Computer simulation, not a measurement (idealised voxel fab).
A process module follows: voxel self aligned contacts.
Cross-sectional view cut (width: 220 nm; square cell size: 5 nm).
Cross-section spec: square-cell grid; bands listed top down; each band is one or more rows. Band: top height; bottom height; in nm. Then, left to right: material with width in nm, for each material. "full width": a single material spanning edge to edge. "air": empty space. Counting heights begins at 0, where everything beneath is, in the wafer as received, one material. The lowest band has no bottom; it goes on downwards, as "0 -> down" shows. So if you see something like "30->40" for the width, read it as the top row of the band sitting at the first number and the bottom row at the second, with every row in between moving by the same amount as the last. It should be understood that the words "all unchanged", when stated for a given step, signify that the cross-section underwent no change in any of its cells during that step. Closed-off voids of 8+ cells (no open route to the top) go in "Non-vented voids", written width x height at distance from the left edge, in nm. Formally, on a step line, whatever follows the settings is a remark that the simulator itself makes on the step. Each step line may optionally specify "overlay nm", which for a step with a mask gives the rightward distance between the mask's planned place and where it lay, a negative value indicating the leftward direction.
## Below is the list of planned process steps
1: RECEIVE | material Si
2: OXIDIZE | depth nm 5
3: DIRECTIONAL_DEP | material polySi | thk nm 20
4: DIRECTIONAL_DEP | material SiN | thk nm 15
5: PATTERN | tone cover | mask id GATE | material resist | width nm 25 | pitch nm 50 | thk nm 15 | overlay nm 0
6: DIRECTIONAL_ETCH | etch materials SiN | depth nm 15
7: DIRECTIONAL_ETCH | etch materials polySi | depth nm 20
8: STRIP | etch materials resist
9: CONFORMAL_DEP | material SiN | thk nm 5
10: DIRECTIONAL_ETCH | etch materials SiN | depth nm 5
11: FILL_DEP | material SiO2 | thk nm 10
12: CMP | height nm 40
13: PATTERN | tone open | mask id CONTACT | material resist | width nm 35 | pitch nm 50 | thk nm 15 | overlay nm 0
14: DIRECTIONAL_ETCH | etch materials SiO2 | depth nm 45
15: STRIP | etch materials resist
16: CONFORMAL_DEP | material TiN | thk nm 5
17: FILL_DEP | material Ru | thk nm 10
18: CMP | height nm 40
19: CONFORMAL_DEP | material SiCN | thk nm 5
## First out of two wafers; run went to plan
## as received, after step 1
    0 -> down = Si full width
    Non-vented voids: none
## After step 2: wafer cross-section
    0 -> -5 = SiO2 full width
    Under the height -5 nothing was changed.
## After step 3: wafer cross-section
    20 -> 0 = polySi full width
    Under the height 0 nothing was changed.
## After step 4: wafer cross-section
    35 -> 20 = SiN full width
    Under the height 20 nothing was changed.
## After step 5: wafer cross-section
    50 -> 35 = air=45, resist=25, air=25, resist=25, air=25, resist=25, air=50
    Under the height 35 nothing was changed.
## After step 6: wafer cross-section
    50 -> 35 = air=45, resist=25, air=25, resist=25, air=25, resist=25, air=50
    35 -> 20 = air=45, SiN=25, air=25, SiN=25, air=25, SiN=25, air=50
    Under the height 20 nothing was changed.
## After step 7: wafer cross-section
    50 -> 35 = air=45, resist=25, air=25, resist=25, air=25, resist=25, air=50
    35 -> 20 = air=45, SiN=25, air=25, SiN=25, air=25, SiN=25, air=50
    20 -> 0 = air=45, polySi=25, air=25, polySi=25, air=25, polySi=25, air=50
    Under the height 0 nothing was changed.
## After step 8: wafer cross-section
    35 -> 20 = air=45, SiN=25, air=25, SiN=25, air=25, SiN=25, air=50
    Under the height 20 nothing was changed.
## After step 9: wafer cross-section
    40 -> 20 = air=40, SiN=35, air=15, SiN=35, air=15, SiN=35, air=45
    20 -> 5 = air=40, SiN=5, polySi=25, SiN=5, air=15, SiN=5, polySi=25, SiN=5, air=15, SiN=5, polySi=25, SiN=5, air=45
    5 -> 0 = SiN=45, polySi=25, SiN=25, polySi=25, SiN=25, polySi=25, SiN=50
    Under the height 0 nothing was changed.
## After step 10: wafer cross-section
    35 -> 20 = air=40, SiN=35, air=15, SiN=35, air=15, SiN=35, air=45
    20 -> 0 = air=40, SiN=5, polySi=25, SiN=5, air=15, SiN=5, polySi=25, SiN=5, air=15, SiN=5, polySi=25, SiN=5, air=45
    Under the height 0 nothing was changed.
## After step 11: wafer cross-section
    45 -> 35 = SiO2 full width
    35 -> 20 = SiO2=40, SiN=35, SiO2=15, SiN=35, SiO2=15, SiN=35, SiO2=45
    20 -> 0 = SiO2=40, SiN=5, polySi=25, SiN=5, SiO2=15, SiN=5, polySi=25, SiN=5, SiO2=15, SiN=5, polySi=25, SiN=5, SiO2=45
    Under the height 0 nothing was changed.
## After step 12: wafer cross-section
    40 -> 35 = SiO2 full width
    Under the height 35 nothing was changed.
## After step 13: wafer cross-section
    55 -> 40 = resist=65, air=35, resist=15, air=35, resist=70
    Under the height 40 nothing was changed.
## After step 14: wafer cross-section
    55 -> 40 = resist=65, air=35, resist=15, air=35, resist=70
    40 -> 35 = SiO2=65, air=35, SiO2=15, air=35, SiO2=70
    35 -> 20 = SiO2=40, SiN=35, air=15, SiN=35, air=15, SiN=35, SiO2=45
    20 -> 0 = SiO2=40, SiN=5, polySi=25, SiN=5, air=15, SiN=5, polySi=25, SiN=5, air=15, SiN=5, polySi=25, SiN=5, SiO2=45
    0 -> -5 = SiO2=75, air=15, SiO2=35, air=15, SiO2=80
    Under the height -5 nothing was changed.
## After step 15: wafer cross-section
    40 -> 35 = SiO2=65, air=35, SiO2=15, air=35, SiO2=70
    Under the height 35 nothing was changed.
## After step 16: wafer cross-section
    45 -> 40 = TiN=70, air=25, TiN=25, air=25, TiN=75
    40 -> 35 = SiO2=65, TiN=15, air=5, TiN=15, SiO2=15, TiN=15, air=5, TiN=15, SiO2=70
    35 -> 20 = SiO2=40, SiN=35, TiN=5, air=5, TiN=5, SiN=35, TiN=5, air=5, TiN=5, SiN=35, SiO2=45
    20 -> 0 = SiO2=40, SiN=5, polySi=25, SiN=5, TiN=5, air=5, TiN=5, SiN=5, polySi=25, SiN=5, TiN=5, air=5, TiN=5, SiN=5, polySi=25, SiN=5, SiO2=45
    0 -> -5 = SiO2=75, TiN=15, SiO2=35, TiN=15, SiO2=80
    Under the height -5 nothing was changed.
## After step 17: wafer cross-section
    55 -> 45 = Ru full width
    45 -> 40 = TiN=70, Ru=25, TiN=25, Ru=25, TiN=75
    40 -> 35 = SiO2=65, TiN=15, Ru=5, TiN=15, SiO2=15, TiN=15, Ru=5, TiN=15, SiO2=70
    35 -> 20 = SiO2=40, SiN=35, TiN=5, Ru=5, TiN=5, SiN=35, TiN=5, Ru=5, TiN=5, SiN=35, SiO2=45
    20 -> 0 = SiO2=40, SiN=5, polySi=25, SiN=5, TiN=5, Ru=5, TiN=5, SiN=5, polySi=25, SiN=5, TiN=5, Ru=5, TiN=5, SiN=5, polySi=25, SiN=5, SiO2=45
    Under the height 0 nothing was changed.
## After step 18: wafer cross-section
    40 -> 35 = SiO2=65, TiN=15, Ru=5, TiN=15, SiO2=15, TiN=15, Ru=5, TiN=15, SiO2=70
    Under the height 35 nothing was changed.
## After step 19: wafer cross-section
    45 -> 40 = SiCN full width
    Under the height 40 nothing was changed.
## What follows concerns the second wafer, which started out like the first and was meant to follow the very same plan; one mistake crept in when it was run, but everything up to and including step 3 is the same as for the first wafer
## X-section, second wafer, when step 4 was due to finish
    50 -> 20 = SiN full width
    Under the height 20 nothing was changed.
## X-section, second wafer, when step 5 was due to finish
    65 -> 50 = air=45, resist=25, air=25, resist=25, air=25, resist=25, air=50
    Under the height 50 nothing was changed.
## X-section, second wafer, when step 6 was due to finish
    65 -> 50 = air=45, resist=25, air=25, resist=25, air=25, resist=25, air=50
    50 -> 35 = air=45, SiN=25, air=25, SiN=25, air=25, SiN=25, air=50
    Under the height 35 nothing was changed.
X-section, second wafer, when step 7 was due to finish: all unchanged
## X-section, second wafer, when step 8 was due to finish
    50 -> 35 = air=45, SiN=25, air=25, SiN=25, air=25, SiN=25, air=50
    Under the height 35 nothing was changed.
## X-section, second wafer, when step 9 was due to finish
    55 -> 40 = air=40, SiN=35, air=15, SiN=35, air=15, SiN=35, air=45
    40 -> 20 = SiN full width
    Under the height 20 nothing was changed.
## X-section, second wafer, when step 10 was due to finish
    50 -> 35 = air=40, SiN=35, air=15, SiN=35, air=15, SiN=35, air=45
    Under the height 35 nothing was changed.
## X-section, second wafer, when step 11 was due to finish
    60 -> 50 = SiO2 full width
    50 -> 35 = SiO2=40, SiN=35, SiO2=15, SiN=35, SiO2=15, SiN=35, SiO2=45
    Under the height 35 nothing was changed.
## X-section, second wafer, when step 12 was due to finish
    40 -> 35 = SiO2=40, SiN=35, SiO2=15, SiN=35, SiO2=15, SiN=35, SiO2=45
    Under the height 35 nothing was changed.
## X-section, second wafer, when step 13 was due to finish
    55 -> 40 = resist=65, air=35, resist=15, air=35, resist=70
    Under the height 40 nothing was changed.
## X-section, second wafer, when step 14 was due to finish
    55 -> 40 = resist=65, air=35, resist=15, air=35, resist=70
    40 -> 35 = SiO2=40, SiN=35, air=15, SiN=35, air=15, SiN=35, SiO2=45
    Under the height 35 nothing was changed.
## X-section, second wafer, when step 15 was due to finish
    40 -> 35 = SiO2=40, SiN=35, air=15, SiN=35, air=15, SiN=35, SiO2=45
    Under the height 35 nothing was changed.
## X-section, second wafer, when step 16 was due to finish
    45 -> 40 = TiN=80, air=5, TiN=45, air=5, TiN=85
    40 -> 35 = SiO2=40, SiN=35, TiN=15, SiN=35, TiN=15, SiN=35, SiO2=45
    Under the height 35 nothing was changed.
## X-section, second wafer, when step 17 was due to finish
    55 -> 45 = Ru full width
    45 -> 40 = TiN=80, Ru=5, TiN=45, Ru=5, TiN=85
    Under the height 40 nothing was changed.
## X-section, second wafer, when step 18 was due to finish
    40 -> 35 = SiO2=40, SiN=35, TiN=15, SiN=35, TiN=15, SiN=35, SiO2=45
    Under the height 35 nothing was changed.
## X-section, second wafer, when step 19 was due to finish
    45 -> 40 = SiCN full width
    Under the height 40 nothing was changed.
Run error: execution of plan step 4 occurred twice
Final tally in cells, some materials are higher or lower on the second wafer than on the first: 16 fewer of Ru, 66 more of SiN, 126 fewer of SiO2, 40 fewer of TiN, 116 more of polySi
